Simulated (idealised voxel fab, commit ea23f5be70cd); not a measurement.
process module | voxel gate over fins
cross-section cut | 140 nm wide | cells 5 nm
A cross-section is a grid of square cells, given in bands from the top down. A band is one or more rows of cells.
Each band's line starts with the height of the band's top and of its bottom, in nm. Then come its materials from left to right, each with its width in nm. One material with "throughout" fills the band from edge to edge. "air" is empty space.
Height 0 is the level under which the wafer as received is all one material. The lowest band goes on downwards, as in "0 down".
A width such as "30 to 40" changes by the same amount from each row of cells to the next, from the band's top row to its bottom row.
"no change" after a step means that no cell of the cross-section changed.
closed voids: empty space of 8 cells or more with no open way to the top, each as width x height at its distance from the left edge, in nm
after a step's settings: what the simulator itself notes on the step
overlay nm, on a step with a mask: how far to the right of its planned place the mask lay; to the left if negative
plan
1 op RECEIVE | material Si
2 op CONFORMAL_DEP | material SiN | thk nm 5
3 op MASKED_ETCH | tone cover | mask id FINS | width nm 15 | pitch nm 45 | etch materials SiN | depth nm 5 | overlay nm 0
4 op MASKED_ETCH | tone cover | mask id FINS | width nm 15 | pitch nm 45 | etch materials Si | depth nm 30 | overlay nm 0
5 op OXIDIZE | depth nm 5
6 op FILL_DEP | material SiO2 | thk nm 5
7 op CMP | height nm 5
8 op SELECTIVE_ETCH | etch materials SiO2 | depth nm 20
9 op STRIP | etch materials SiN
10 op CONFORMAL_DEP | material HfO2 | thk nm 5
11 op CONFORMAL_DEP | material TiN | thk nm 5
12 op FILL_DEP | material W | thk nm 15
13 op CMP | height nm 20
14 op CONFORMAL_DEP | material SiN | thk nm 10
varied across the wafers: depth nm of step 4. The plan shows the first wafer's value. All wafers start alike
first wafer as received, after step 1
  0 down: Si throughout
  closed voids: none
each wafer at the end: cells of each material gained (+) or lost (-) since it was received, then its closed voids
depth nm 30 | +46 HfO2 | -175 Si | +56 SiN | +100 SiO2 | +46 TiN | +95 W | closed voids: none
depth nm 35 | +46 HfO2 | -200 Si | +56 SiN | +125 SiO2 | +46 TiN | +95 W | closed voids: none
depth nm 40 | +46 HfO2 | -225 Si | +56 SiN | +150 SiO2 | +46 TiN | +95 W | closed voids: none
depth nm 45 | +46 HfO2 | -250 Si | +56 SiN | +175 SiO2 | +46 TiN | +95 W | closed voids: none
depth nm 50 | +46 HfO2 | -275 Si | +56 SiN | +200 SiO2 | +46 TiN | +95 W | closed voids: none
depth nm 55 | +46 HfO2 | -300 Si | +56 SiN | +225 SiO2 | +46 TiN | +95 W | closed voids: none
